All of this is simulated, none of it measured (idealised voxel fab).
This section sets out a process module, namely voxel air gaps.
For reference, the cross-section in this document is cut, with width 290 nm and square cells of 5 nm.
Each cross-section below is a grid of square cells, stated as bands in top-down order, with one or more rows of cells making up each band. A band entry consists of two parts. The first gives the height of the band's top and the height of its bottom, in nm. The rest lists the band's materials from left to right, each with its width in nm. A single material labelled with the word "everywhere" fills the band from edge to edge, and the word "empty" marks empty space. Heights from 0 (as-received wafer is one material below). Bottom band endless downward, as "top 0, no bottom". The two numbers in a width such as "30..40" mark its ends across the band: the first belongs to the top row of cells, the second to the bottom row, and from each row to the next the width moves by the same amount. A step reported as "same as before" is a step in which no cell of the cross-section changed. Look at "Fully enclosed voids" for the closed voids: empty spaces with no open path to the top, sized 8 cells or up. Each is width x height at distance, distance from the left edge, all nm. Where a step's line continues beyond its settings, the continuation is a remark by the simulator itself on that step. What "overlay nm" on a step's line means: if the step has a mask, that mask lay this far to the right of its planned place, or, when the value is negative, to the left.
THIS SECTION LISTS THE PROCESS STEPS THAT WERE PLANNED
1. RECEIVE,material Si
2. CONFORMAL_DEP,material SiO2,thk nm 15
3. CONFORMAL_DEP,material SiCN,thk nm 5
4. DIRECTIONAL_DEP,material SiO2,thk nm 40
5. DIRECTIONAL_DEP,material aC,thk nm 15
6. PATTERN,tone open,mask id LINES,material resist,width nm 20,pitch nm 45,thk nm 30,overlay nm 0
7. DIRECTIONAL_ETCH,etch materials aC,depth nm 15
8. STRIP,etch materials resist
9. DIRECTIONAL_ETCH,etch materials SiO2,depth nm 40
10. STRIP,etch materials aC
11. CONFORMAL_DEP,material TiN,thk nm 5
12. FILL_DEP,material W,thk nm 5
13. CMP,height nm 60
14. EPI,material Ru,thk nm 10
15. SELECTIVE_ETCH,etch materials SiO2,depth nm 50
16. CONFORMAL_DEP,material SiCN,thk nm 5
WAFER CROSS-SECTION ON RECEIPT, I.E. AFTER STEP 1
  top 0, no bottom: Si everywhere
  Fully enclosed voids: none
A WAFER AT THE END: THIS START, THIS PLAN, ONE MISTAKE
  top 75, bottom 70: empty: 55; SiCN: 180; empty: 55
  top 70, bottom 60: empty: 55; SiCN: 5; Ru: 35; SiCN: 10; Ru: 35; SiCN: 10; Ru: 35; SiCN: 10; Ru: 35; SiCN: 5; empty: 55
  top 60, bottom 55: empty: 55; SiCN: 15; TiN: 5; W: 5; TiN: 5; SiCN: 30; TiN: 5; W: 5; TiN: 5; SiCN: 30; TiN: 5; W: 5; TiN: 5; SiCN: 30; TiN: 5; W: 5; TiN: 5; SiCN: 15; empty: 55
  top 55, bottom 25: empty: 65; SiCN: 5; TiN: 5; W: 5; TiN: 5; SiCN: 5; empty: 20; SiCN: 5; TiN: 5; W: 5; TiN: 5; SiCN: 5; empty: 20; SiCN: 5; TiN: 5; W: 5; TiN: 5; SiCN: 5; empty: 20; SiCN: 5; TiN: 5; W: 5; TiN: 5; SiCN: 5; empty: 65
  top 25, bottom 20: SiCN: 70; TiN: 15; SiCN: 30; TiN: 15; SiCN: 30; TiN: 15; SiCN: 30; TiN: 15; SiCN: 70
  top 20, bottom 15: SiCN everywhere
  top 15, bottom 0: SiO2 everywhere
  top 0, no bottom: Si everywhere
  Fully enclosed voids: 20 x 30 at 90; 20 x 30 at 135; 20 x 30 at 180
It is concluded that the wafer was processed incorrectly with respect to the plan, in that heads up, step 6 didn't go per plan, it actually ran as PATTERN,tone open,mask id LINES,material resist,width nm 15,pitch nm 45,thk nm 30,overlay nm 0
